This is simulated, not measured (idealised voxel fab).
Documented hereafter: the process module known as voxel air gaps.
In the cross-section labelled cut, the width is 175 nm and each square cell is 5 nm.
A cross-section is written here as square cells arranged in a grid, and it is given in bands from the top down, each band taking up one or more rows of cells.
Heads up on the band format: heights come first, top then bottom, in nm. After that it's the materials left to right, each with its width in nm. A single material flagged "full width" fills the whole band edge to edge, and "blank" means there's empty space there.
Counting heights begins at 0, where everything beneath is, in the wafer as received, one material. The lowest band has no bottom; it goes on downwards, as "from 0 down" shows.
Think of "30->40" as a width that walks from the first number to the second as you go down the band, top row to bottom row, taking equal-sized steps from row to row.
Key: "no change occurred" - step with no changed cell in the cross-section.
If an empty space has no open way to the top and is at least 8 cells in size, "Fully closed voids" lists it, written width x height at distance, where distance is measured from the left edge and every value is in nm.
Where a step's line continues beyond its settings, the continuation is a remark by the simulator itself on that step.
You can add "overlay nm" to a step's line. For a step with a mask, it describes how far the mask lay to the right of its planned position, and a negative number describes a lay to the left.
Quick note on how to read the rest: it's all pairs. You get the cross-section before a process step and the one after, but the after one only goes down as far as the lowest band that changed. The step in between, with its settings, sits under the pair. Heads up, the pairs can come from different runs of this module on the same starting wafer, so don't assume a pair picks up from the one above unless its "Incoming structure" entry says it does.
## Incoming structure
    from 70 to 55 | aC full width
    from 55 to 20 | lowk full width
    from 20 to 15 | SiCN full width
    from 15 to 0 | SiO2 full width
    from 0 down | Si full width
    Fully closed voids: none
## Post-Step Appearance
    from 100 to 70 | blank=25; resist=25; blank=25; resist=25; blank=25; resist=25; blank=25
    For the remainder of the cross-section, below 70, there is no change.
    Fully closed voids: none
Can you name the step between the two cross-sections above? It is op PATTERN | tone cover | mask id LINES | material resist | width nm 25 | pitch nm 50 | thk nm 30 | overlay nm 0
Incoming structure: starting point is the after cross-section of the pair just above.
## Post-Step Appearance
    from 85 to 70 | blank=25; resist=25; blank=25; resist=25; blank=25; resist=25; blank=25
    from 70 to 55 | blank=25; aC=25; blank=25; aC=25; blank=25; aC=25; blank=25
    For the remainder of the cross-section, below 55, there is no change.
    Fully closed voids: none
Can you name the step between the two cross-sections above? It is op DIRECTIONAL_ETCH | etch materials aC | depth nm 15
Incoming structure: starting point is the after cross-section of the pair just above.
## Post-Step Appearance
    from 70 to 55 | blank=25; aC=25; blank=25; aC=25; blank=25; aC=25; blank=25
    For the remainder of the cross-section, below 55, there is no change.
    Fully closed voids: none
Can you name the step between the two cross-sections above? It is op STRIP | etch materials resist
Incoming structure: starting point is the after cross-section of the pair just above.
## Post-Step Appearance
    from 70 to 55 | blank=25; aC=25; blank=25; aC=25; blank=25; aC=25; blank=25
    from 55 to 20 | blank=25; lowk=25; blank=25; lowk=25; blank=25; lowk=25; blank=25
    For the remainder of the cross-section, below 20, there is no change.
    Fully closed voids: none
Can you name the step between the two cross-sections above? It is op DIRECTIONAL_ETCH | etch materials lowk | depth nm 35
Incoming structure: starting point is the after cross-section of the pair just above.
## Post-Step Appearance
    from 55 to 20 | blank=25; lowk=25; blank=25; lowk=25; blank=25; lowk=25; blank=25
    For the remainder of the cross-section, below 20, there is no change.
    Fully closed voids: none
Can you name the step between the two cross-sections above? It is op STRIP | etch materials aC
Incoming structure: starting point is the after cross-section of the pair just above.
## Post-Step Appearance
    from 60 to 55 | blank=20; TiN=35; blank=15; TiN=35; blank=15; TiN=35; blank=20
    from 55 to 25 | blank=20; TiN=5; lowk=25; TiN=5; blank=15; TiN=5; lowk=25; TiN=5; blank=15; TiN=5; lowk=25; TiN=5; blank=20
    from 25 to 20 | TiN=25; lowk=25; TiN=25; lowk=25; TiN=25; lowk=25; TiN=25
    For the remainder of the cross-section, below 20, there is no change.
    Fully closed voids: none
Can you name the step between the two cross-sections above? It is op CONFORMAL_DEP | material TiN | thk nm 5
Incoming structure: starting point is the after cross-section of the pair just above.
## Post-Step Appearance
    from 65 to 60 | Cu full width
    from 60 to 55 | Cu=20; TiN=35; Cu=15; TiN=35; Cu=15; TiN=35; Cu=20
    from 55 to 25 | Cu=20; TiN=5; lowk=25; TiN=5; Cu=15; TiN=5; lowk=25; TiN=5; Cu=15; TiN=5; lowk=25; TiN=5; Cu=20
    For the remainder of the cross-section, below 25, there is no change.
    Fully closed voids: none
Can you name the step between the two cross-sections above? It is op FILL_DEP | material Cu | thk nm 5
Incoming structure: starting point is the after cross-section of the pair just above.
## Post-Step Appearance
    from 55 to 25 | Cu=20; TiN=5; lowk=25; TiN=5; Cu=15; TiN=5; lowk=25; TiN=5; Cu=15; TiN=5; lowk=25; TiN=5; Cu=20
    For the remainder of the cross-section, below 25, there is no change.
    Fully closed voids: none
Can you name the step between the two cross-sections above? It is op CMP | height nm 55
Incoming structure: starting point is the after cross-section of the pair just above.
## Post-Step Appearance
    from 65 to 55 | Ru=35; blank=5; Ru=45; blank=5; Ru=45; blank=5; Ru=35
    For the remainder of the cross-section, below 55, there is no change.
    Fully closed voids: none
Can you name the step between the two cross-sections above? It is op EPI | material Ru | thk nm 10
Incoming structure: starting point is the after cross-section of the pair just above.
## Post-Step Appearance
    from 65 to 55 | Ru=35; blank=5; Ru=45; blank=5; Ru=45; blank=5; Ru=35
    from 55 to 25 | Cu=20; TiN=5; blank=25; TiN=5; Cu=15; TiN=5; blank=25; TiN=5; Cu=15; TiN=5; blank=25; TiN=5; Cu=20
    from 25 to 20 | TiN=25; blank=25; TiN=25; blank=25; TiN=25; blank=25; TiN=25
    For the remainder of the cross-section, below 20, there is no change.
    Fully closed voids: none
Can you name the step between the two cross-sections above? It is op SELECTIVE_ETCH | etch materials lowk | depth nm 45
Incoming structure: starting point is the after cross-section of the pair just above.
## Post-Step Appearance
    from 70 to 65 | SiCN full width
    from 65 to 55 | Ru=35; SiCN=5; Ru=45; SiCN=5; Ru=45; SiCN=5; Ru=35
    from 55 to 50 | Cu=20; TiN=5; SiCN=25; TiN=5; Cu=15; TiN=5; SiCN=25; TiN=5; Cu=15; TiN=5; SiCN=25; TiN=5; Cu=20
    from 50 to 25 | Cu=20; TiN=5; SiCN=5; blank=15; SiCN=5; TiN=5; Cu=15; TiN=5; SiCN=5; blank=15; SiCN=5; TiN=5; Cu=15; TiN=5; SiCN=5; blank=15; SiCN=5; TiN=5; Cu=20
    from 25 to 20 | TiN=25; SiCN=25; TiN=25; SiCN=25; TiN=25; SiCN=25; TiN=25
    For the remainder of the cross-section, below 20, there is no change.
    Fully closed voids: 15 x 25 at 30; 15 x 25 at 80; 15 x 25 at 130
Can you name the step between the two cross-sections above? It is op CONFORMAL_DEP | material SiCN | thk nm 5
